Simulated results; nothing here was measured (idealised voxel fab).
Name of the process module below: voxel spacer lines
Each square cell in cross-section cut measures 5 nm, and the section as a whole is 260 nm wide.
This document writes a cross-section as a grid whose cells are square, and gives it as bands, listed from the top down; one or more rows of cells form a band.
Heads up on the band format: heights come first, top then bottom, in nm. After that it's the materials left to right, each with its width in nm. A single material flagged "full width" fills the whole band edge to edge, and "empty" means there's empty space there.
Beneath 0, the wafer as received is one material, and that level is where height counting begins. The lowest band goes on downward without a bottom; it is written like "top 0, no bottom".
The two numbers in a width such as "30..40" mark its ends across the band: the first belongs to the top row of cells, the second to the bottom row, and from each row to the next the width moves by the same amount.
The cross-section has no changed cell in any step marked "everything unchanged".
Closed empty spaces (no open way to the top) of 8 cells or more are what "Closed void listing" lists, each as width x height at distance from the left edge, nm for all three.
after a step's settings: what the simulator itself notes on the step
overlay nm: right-of-plan distance of the mask on a masked step; negative values mean left-of-plan.

**The steps planned for the process are as follows**
step 1: RECEIVE | material Si
step 2: CONFORMAL_DEP | material Al2O3 | thk nm 5
step 3: DIRECTIONAL_DEP | material SiN | thk nm 15
step 4: DIRECTIONAL_DEP | material aC | thk nm 25
step 5: PATTERN | tone cover | mask id MANDREL | material resist | width nm 20 | pitch nm 60 | thk nm 35 | overlay nm -15
step 6: DIRECTIONAL_ETCH | etch materials aC | depth nm 25
step 7: STRIP | etch materials resist
step 8: CONFORMAL_DEP | material SiO2 | thk nm 10
step 9: DIRECTIONAL_ETCH | etch materials SiO2 | depth nm 10
step 10: STRIP | etch materials aC
step 11: DIRECTIONAL_ETCH | etch materials SiN | depth nm 15
step 12: STRIP | etch materials SiO2
Where the wafers of this document differ is in the overlay nm of step 5; they start out the same, and the plan states the value that applied to the first wafer.

**Cross-section of the first incoming wafer of several, state after step 1**
top 0, no bottom | Si full width
Closed void listing: none

**Depicted here is the first of several wafers in cross-section, at module completion following the last step, step 12**
top 20, bottom 5 | 65 empty | 10 SiN | 20 empty | 10 SiN | 20 empty | 10 SiN | 20 empty | 10 SiN | 95 empty
top 5, bottom 0 | Al2O3 full width
top 0, no bottom | Si full width
Closed void listing: none

**Cross-section of the final wafer among several, taken at the end of the module**
top 20, bottom 5 | 95 empty | 10 SiN | 20 empty | 10 SiN | 20 empty | 10 SiN | 20 empty | 10 SiN | 65 empty
top 5, bottom 0 | Al2O3 full width
top 0, no bottom | Si full width
Closed void listing: none

**each wafer at the end: cells of each material gained (+) or lost (-) since it was received, then its closed voids**
overlay nm -15, +52 Al2O3, +24 SiN, Closed void listing: none
overlay nm -10, +52 Al2O3, +24 SiN, Closed void listing: none
overlay nm -5, +52 Al2O3, +24 SiN, Closed void listing: none
overlay nm 0, +52 Al2O3, +24 SiN, Closed void listing: none
overlay nm 5, +52 Al2O3, +24 SiN, Closed void listing: none
overlay nm 10, +52 Al2O3, +24 SiN, Closed void listing: none
overlay nm 15, +52 Al2O3, +24 SiN, Closed void listing: none
